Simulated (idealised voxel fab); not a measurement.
Presented below is a process module, voxel local oxidation.
Section shown: cut. Width: 290 nm. Cell size: 5 nm, square.
Cross-section, as written here: a square-cell grid given band by band from the top down, where a band holds one or more rows of cells. Per band: top height and bottom height in nm, followed by the left-to-right materials and their widths in nm; "full width" marks a single material spanning edge to edge, "blank" marks empty space. Beneath 0, the wafer as received is one material, and that level is where height counting begins. The lowest band goes on downward without a bottom; it is written like "0 down". So if you see something like "30..40" for the width, read it as the top row of the band sitting at the first number and the bottom row at the second, with every row in between moving by the same amount as the last. Where a step carries "changes: none", the cross-section came out of it unchanged, cell for cell. Reported under the label "Enclosed void list" are the empty spaces having no open way to the top and comprising 8 cells or more; the notation for each is width x height at distance, in which the distance is measured from the left edge and all three values are in nm. If you see something after the settings on a step's line, that's the simulator's own remark about that step. A step's line can hold "overlay nm"; with a mask on that step, the setting says how far right of the planned place the mask lay, while a negative setting says it lay to the left.

Process steps (planned):
| 1 | RECEIVE (material Si) |
| 2 | CONFORMAL_DEP (material SiO2; thk nm 5) |
| 3 | CONFORMAL_DEP (material SiN; thk nm 10) |
| 4 | MASKED_ETCH (tone cover; mask id ACTIVE; width nm 100; pitch nm 140; etch materials SiN; depth nm 10; overlay nm 0) |
| 5 | SELECTIVE_ETCH (etch materials SiO2; depth nm 5) |
| 6 | OXIDIZE (depth nm 15) |
| 7 | STRIP (etch materials SiN) |
Quick note for whoever runs this: the wafers start identical, but the depth nm at step 5 isn't the same across them. The plan just shows what the first wafer had.

first wafer as received, after step 1:
* 0 down = Si full width
* Enclosed void list: none

First of several wafers, sectioned at end of module (last step: step 7):
* 5 to 0 = blank 30 nm | SiO2 90 nm | blank 50 nm | SiO2 90 nm | blank 30 nm
* 0 to -15 = SiO2 45 nm | Si 60 nm | SiO2 80 nm | Si 60 nm | SiO2 45 nm
* -15 down = Si full width
* Enclosed void list: none

Sectional view of the last wafer upon completion of the module:
* 5 to 0 = blank 45 nm | SiO2 60 nm | blank 80 nm | SiO2 60 nm | blank 45 nm
* 0 to -15 = SiO2 60 nm | Si 30 nm | SiO2 110 nm | Si 30 nm | SiO2 60 nm
* -15 down = Si full width
* Enclosed void list: none

Gained (+) or lost (-) cells of each material since receipt, then closed voids: one row per wafer, at the end of the module:
depth nm 5; -102 Si; +138 SiO2; Enclosed void list: none
depth nm 10; -114 Si; +146 SiO2; Enclosed void list: none
depth nm 15; -126 Si; +154 SiO2; Enclosed void list: none
depth nm 20; -138 Si; +162 SiO2; Enclosed void list: none
